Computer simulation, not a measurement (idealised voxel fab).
This is a process module. Its name is voxel trench capacitor.
Section cut is 225 nm wide and gridded with 5 nm square cells.
A cross-section is a grid of square cells, given in bands from the top down. A band is one or more rows of cells.
First you get the band's top height and its bottom height, in nm, and then the materials it's made of, left to right, with each width in nm. If you see a single material with "everywhere", that one covers the band edge to edge. "blank" is empty space.
Height datum 0, below which the as-received substrate wafer is one material. Lowest band open at the bottom, running downward: "from 0 down".
When a width is written as two numbers, as in "30..40", the first number is the width in the top row of cells of the band and the second is the width in its bottom row, and the width changes by the same amount from each row to the next.
It should be understood that the words "no modification", when stated for a given step, signify that the cross-section underwent no change in any of its cells during that step.
In "Encapsulated voids" the enclosed voids are listed, meaning empty spaces of 8 cells or larger without any opening to the top. The form is width x height at distance, distance from the left edge, units nm.
Text after the settings on a step's line: the simulator's own remark on that step.
The setting "overlay nm" may be written on the line of a step. When the step uses a mask, the value reports how far to the right of the planned place the mask lay, and a negative value reports that it lay to the left.
-- Steps in the process plan
1: RECEIVE with material Si
2: CONFORMAL_DEP with material SiN, thk nm 5
3: MASKED_ETCH with tone open, mask id TRENCH, width nm 25, pitch nm 50, etch materials SiN, depth nm 5, overlay nm 0
4: MASKED_ETCH with tone open, mask id TRENCH, width nm 25, pitch nm 50, etch materials Si, depth nm 40, overlay nm 0
5: CONFORMAL_DEP with material HfO2, thk nm 5
6: CONFORMAL_DEP with material TiN, thk nm 5
7: FILL_DEP with material W, thk nm 5
8: CMP with height nm 5
-- So this is the incoming wafer in cross-section - it's already been through step 1
  from 0 down: Si everywhere
  Encapsulated voids: none
-- Here's the cross-section of the first of our two wafers at the end of the module - it ran as planned
  from 5 to 0: 25 SiN / 5 HfO2 / 5 TiN / 5 W / 5 TiN / 5 HfO2 / 25 SiN / 5 HfO2 / 5 TiN / 5 W / 5 TiN / 5 HfO2 / 25 SiN / 5 HfO2 / 5 TiN / 5 W / 5 TiN / 5 HfO2 / 25 SiN / 5 HfO2 / 5 TiN / 5 W / 5 TiN / 5 HfO2 / 25 SiN
  from 0 to -30: 25 Si / 5 HfO2 / 5 TiN / 5 W / 5 TiN / 5 HfO2 / 25 Si / 5 HfO2 / 5 TiN / 5 W / 5 TiN / 5 HfO2 / 25 Si / 5 HfO2 / 5 TiN / 5 W / 5 TiN / 5 HfO2 / 25 Si / 5 HfO2 / 5 TiN / 5 W / 5 TiN / 5 HfO2 / 25 Si
  from -30 to -35: 25 Si / 5 HfO2 / 15 TiN / 5 HfO2 / 25 Si / 5 HfO2 / 15 TiN / 5 HfO2 / 25 Si / 5 HfO2 / 15 TiN / 5 HfO2 / 25 Si / 5 HfO2 / 15 TiN / 5 HfO2 / 25 Si
  from -35 to -40: 25 Si / 25 HfO2 / 25 Si / 25 HfO2 / 25 Si / 25 HfO2 / 25 Si / 25 HfO2 / 25 Si
  from -40 down: Si everywhere
  Encapsulated voids: none
-- second wafer at the end: like start, like plan, one mistake
  from 5 to 0: 25 HfO2 / 25 SiN / 25 HfO2 / 25 SiN / 25 HfO2 / 25 SiN / 25 HfO2 / 25 SiN / 25 HfO2
  from 0 down: Si everywhere
  Encapsulated voids: none
Error vs. plan: step 3: run off-plan, actual operation and settings MASKED_ETCH with tone cover, mask id TRENCH, width nm 25, pitch nm 50, etch materials SiN, depth nm 5, overlay nm 0
Final cells, second wafer relative to first, materials higher or lower: HfO2: 59 fewer, Si: 160 more, SiN: 5 fewer, TiN: 68 fewer, W: 28 fewer
